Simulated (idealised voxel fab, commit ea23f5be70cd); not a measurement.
process module | voxel lift off
cross-section cut | 175 nm wide | cells 5 nm
A cross-section is a grid of square cells, given in bands from the top down. A band is one or more rows of cells.
Each band's line starts with the height of the band's top and of its bottom, in nm. Then come its materials from left to right, each with its width in nm. One material with "throughout" fills the band from edge to edge. "air" is empty space.
Height 0 is the level under which the wafer as received is all one material. The lowest band goes on downwards, as in "0 down".
A width such as "30 to 40" changes by the same amount from each row of cells to the next, from the band's top row to its bottom row.
"no change" after a step means that no cell of the cross-section changed.
closed voids: empty space of 8 cells or more with no open way to the top, each as width x height at its distance from the left edge, in nm
after a step's settings: what the simulator itself notes on the step
overlay nm, on a step with a mask: how far to the right of its planned place the mask lay; to the left if negative
plan
1 op RECEIVE | material Si
2 op CONFORMAL_DEP | material SiN | thk nm 15
3 op PATTERN | tone open | mask id LINES | material resist | width nm 15 | pitch nm 35 | thk nm 25 | overlay nm 0
4 op DIRECTIONAL_DEP | material Ru | thk nm 10
5 op STRIP | etch materials resist
6 op CONFORMAL_DEP | material SiCN | thk nm 10
as received, after step 1
  0 down: Si throughout
  closed voids: none
first wafer at the end, as planned
  35 to 25: air 15 | SiCN 140 | air 20
  25 to 15: SiCN 25 | Ru 15 | SiCN 20 | Ru 15 | SiCN 20 | Ru 15 | SiCN 20 | Ru 15 | SiCN 30
  15 to 0: SiN throughout
  0 down: Si throughout
  closed voids: none
second wafer at the end: like start, like plan, one mistake
  35 to 25: air 25 | SiCN 140 | air 10
  25 to 15: SiCN 35 | Ru 15 | SiCN 20 | Ru 15 | SiCN 20 | Ru 15 | SiCN 20 | Ru 15 | SiCN 20
  15 to 0: SiN throughout
  0 down: Si throughout
  closed voids: none
what went wrong: step 3 ran as: op PATTERN | tone open | mask id LINES | material resist | width nm 15 | pitch nm 35 | thk nm 25 | overlay nm 10
at the end the second wafer has, in cells: as many of each material as the first, in other places
